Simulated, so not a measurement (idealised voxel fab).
process module | voxel self aligned vias
cross-section cut | 240 nm wide | cells 5 nm
A cross-section is a grid of square cells, given in bands from the top down. A band is one or more rows of cells.
Each band's line starts with the height of the band's top and of its bottom, in nm. Then come its materials from left to right, each with its width in nm. One material with "throughout" fills the band from edge to edge. "air" is empty space.
Height 0 is the level under which the wafer as received is all one material. The lowest band goes on downwards, as in "0 down".
A width such as "30 to 40" changes by the same amount from each row of cells to the next, from the band's top row to its bottom row.
"no change" after a step means that no cell of the cross-section changed.
closed voids: empty space of 8 cells or more with no open way to the top, each as width x height at its distance from the left edge, in nm
after a step's settings: what the simulator itself notes on the step
overlay nm, on a step with a mask: how far to the right of its planned place the mask lay; to the left if negative
plan
1 op RECEIVE | material Si
2 op CONFORMAL_DEP | material SiO2 | thk nm 10
3 op CONFORMAL_DEP | material SiCN | thk nm 5
4 op DIRECTIONAL_DEP | material SiO2 | thk nm 20
5 op PATTERN | tone open | mask id LINES | material resist | width nm 25 | pitch nm 60 | thk nm 20 | overlay nm 0
6 op DIRECTIONAL_ETCH | etch materials SiO2 | depth nm 20
7 op STRIP | etch materials resist
8 op CONFORMAL_DEP | material TiN | thk nm 5
9 op FILL_DEP | material W | thk nm 10
10 op CMP | height nm 35
11 op SELECTIVE_ETCH | etch materials W Ru TiN | depth nm 10
12 op FILL_DEP | material SiN | thk nm 10
13 op CMP | height nm 35
14 op DIRECTIONAL_DEP | material SiO2 | thk nm 20
15 op DIRECTIONAL_DEP | material aC | thk nm 15
16 op PATTERN | tone open | mask id VIAS | material resist | width nm 35 | thk nm 35 | overlay nm 0
17 op DIRECTIONAL_ETCH | etch materials aC | depth nm 15
18 op STRIP | etch materials resist
19 op DIRECTIONAL_ETCH | etch materials SiO2 | depth nm 20
20 op DIRECTIONAL_ETCH | etch materials SiN | depth nm 10
21 op STRIP | etch materials aC
22 op CONFORMAL_DEP | material TiN | thk nm 5
23 op FILL_DEP | material Ru | thk nm 10
24 op CMP | height nm 55
25 op CONFORMAL_DEP | material SiN | thk nm 5
as received, after step 1
  0 down: Si throughout
  closed voids: none
first wafer at the end, as planned
  60 to 55: SiN throughout
  55 to 40: SiO2 70 | TiN 5 | Ru 25 | TiN 5 | SiO2 135
  40 to 35: SiO2 70 | TiN 10 | Ru 15 | TiN 10 | SiO2 135
  35 to 30: SiO2 75 | TiN 5 | Ru 15 | TiN 5 | SiO2 35 | SiN 25 | SiO2 80
  30 to 25: SiO2 75 | TiN 25 | SiO2 35 | SiN 25 | SiO2 80
  25 to 20: SiO2 75 | TiN 5 | W 15 | TiN 5 | SiO2 35 | TiN 5 | W 15 | TiN 5 | SiO2 80
  20 to 15: SiO2 75 | TiN 25 | SiO2 35 | TiN 25 | SiO2 80
  15 to 10: SiCN throughout
  10 to 0: SiO2 throughout
  0 down: Si throughout
  closed voids: none
second wafer at the end: like start, like plan, one mistake
  75 to 70: SiN throughout
  70 to 60: Ru throughout
  60 to 55: TiN 75 | Ru 25 | TiN 140
  55 to 40: SiO2 70 | TiN 5 | Ru 25 | TiN 5 | SiO2 135
  40 to 35: SiO2 70 | TiN 10 | Ru 15 | TiN 10 | SiO2 135
  35 to 30: SiO2 75 | TiN 5 | Ru 15 | TiN 5 | SiO2 35 | SiN 25 | SiO2 80
  30 to 25: SiO2 75 | TiN 25 | SiO2 35 | SiN 25 | SiO2 80
  25 to 20: SiO2 75 | TiN 5 | W 15 | TiN 5 | SiO2 35 | TiN 5 | W 15 | TiN 5 | SiO2 80
  20 to 15: SiO2 75 | TiN 25 | SiO2 35 | TiN 25 | SiO2 80
  15 to 10: SiCN throughout
  10 to 0: SiO2 throughout
  0 down: Si throughout
  closed voids: none
what went wrong: step 24 was left out
at the end the second wafer has, in cells: 101 more of Ru | 43 more of TiN
